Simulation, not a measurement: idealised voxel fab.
process module | voxel capacitor over wiring
cross-section cut | 155 nm wide | cells 5 nm
A cross-section is a grid of square cells, given in bands from the top down. A band is one or more rows of cells.
Each band's line starts with the height of the band's top and of its bottom, in nm. Then come its materials from left to right, each with its width in nm. One material with "throughout" fills the band from edge to edge. "air" is empty space.
Height 0 is the level under which the wafer as received is all one material. The lowest band goes on downwards, as in "0 down".
A width such as "30 to 40" changes by the same amount from each row of cells to the next, from the band's top row to its bottom row.
"no change" after a step means that no cell of the cross-section changed.
closed voids: empty space of 8 cells or more with no open way to the top, each as width x height at its distance from the left edge, in nm
after a step's settings: what the simulator itself notes on the step
overlay nm, on a step with a mask: how far to the right of its planned place the mask lay; to the left if negative
plan
1 op RECEIVE | material Si
2 op CONFORMAL_DEP | material SiO2 | thk nm 15
3 op DIRECTIONAL_DEP | material TiN | thk nm 5
4 op DIRECTIONAL_DEP | material W | thk nm 15
5 op PATTERN | tone cover | mask id METAL_1 | material resist | width nm 25 | pitch nm 95 | thk nm 20 | overlay nm 0
6 op DIRECTIONAL_ETCH | etch materials W | depth nm 15
7 op DIRECTIONAL_ETCH | etch materials TiN | depth nm 5
8 op STRIP | etch materials resist
9 op FILL_DEP | material lowk | thk nm 5
10 op CMP | height nm 35
11 op CONFORMAL_DEP | material SiCN | thk nm 5
12 op DIRECTIONAL_DEP | material SiO2 | thk nm 20
13 op MASKED_ETCH | tone open | mask id PLUG_1 | width nm 15 | etch materials SiO2 | depth nm 20 | overlay nm 0
14 op MASKED_ETCH | tone open | mask id PLUG_1 | width nm 15 | etch materials SiCN | depth nm 5 | overlay nm 0
15 op CONFORMAL_DEP | material TiN | thk nm 5
16 op FILL_DEP | material Cu | thk nm 5
17 op CMP | height nm 60
18 op DIRECTIONAL_DEP | material TiN | thk nm 10
19 op DIRECTIONAL_DEP | material SiN | thk nm 5
20 op DIRECTIONAL_DEP | material TiN | thk nm 10
21 op MASKED_ETCH | tone cover | mask id UPPER_PLATE | width nm 75 | etch materials TiN | depth nm 10 | overlay nm 0
22 op MASKED_ETCH | tone cover | mask id UPPER_PLATE | width nm 75 | etch materials SiN | depth nm 5 | overlay nm 0
23 op MASKED_ETCH | tone cover | mask id LOWER_PLATE | width nm 85 | etch materials TiN | depth nm 10 | overlay nm 0
24 op FILL_DEP | material SiO2 | thk nm 15
25 op CMP | height nm 95
26 op PATTERN | tone open | mask id PLUG_2 | material resist | width nm 15 | thk nm 20 | overlay nm 0
27 op DIRECTIONAL_ETCH | etch materials SiO2 | depth nm 10
28 op STRIP | etch materials resist
29 op CONFORMAL_DEP | material TiN | thk nm 5
30 op FILL_DEP | material Ru | thk nm 5
31 op CMP | height nm 95
32 op CONFORMAL_DEP | material SiCN | thk nm 5
as received, after step 1
  0 down: Si throughout
  closed voids: none
first wafer at the end, as planned
  100 to 95: SiCN throughout
  95 to 90: SiO2 35 | TiN 5 | Ru 5 | TiN 5 | SiO2 105
  90 to 85: SiO2 35 | TiN 15 | SiO2 105
  85 to 75: SiO2 25 | TiN 75 | SiO2 55
  75 to 70: SiO2 25 | SiN 75 | SiO2 55
  70 to 60: SiO2 20 | TiN 85 | SiO2 50
  60 to 40: SiO2 25 | TiN 5 | Cu 5 | TiN 5 | SiO2 115
  40 to 35: SiCN 25 | TiN 15 | SiCN 115
  35 to 20: lowk 15 | W 25 | lowk 70 | W 25 | lowk 20
  20 to 15: lowk 15 | TiN 25 | lowk 70 | TiN 25 | lowk 20
  15 to 0: SiO2 throughout
  0 down: Si throughout
  closed voids: none
second wafer at the end: like start, like plan, one mistake
  100 to 95: SiCN throughout
  95 to 90: SiO2 35 | TiN 5 | Ru 5 | TiN 5 | SiO2 105
  90 to 85: SiO2 35 | TiN 15 | SiO2 105
  85 to 75: SiO2 25 | TiN 75 | SiO2 55
  75 to 70: SiO2 25 | SiN 75 | SiO2 55
  70 to 60: SiO2 20 | TiN 85 | SiO2 50
  60 to 45: SiO2 25 | TiN 5 | Cu 5 | TiN 5 | SiO2 115
  45 to 40: SiO2 25 | TiN 15 | SiO2 115
  40 to 35: SiCN 25 | TiN 5 | SiCN 125
  35 to 20: lowk 15 | W 25 | lowk 70 | W 25 | lowk 20
  20 to 15: lowk 15 | TiN 25 | lowk 70 | TiN 25 | lowk 20
  15 to 0: SiO2 throughout
  0 down: Si throughout
  closed voids: none
what went wrong: step 14 ran as: op MASKED_ETCH | tone open | mask id PLUG_1 | width nm 15 | etch materials SiCN | depth nm 5 | overlay nm -10
at the end the second wafer has, in cells: 1 fewer of Cu | 2 more of SiCN | 1 fewer of TiN
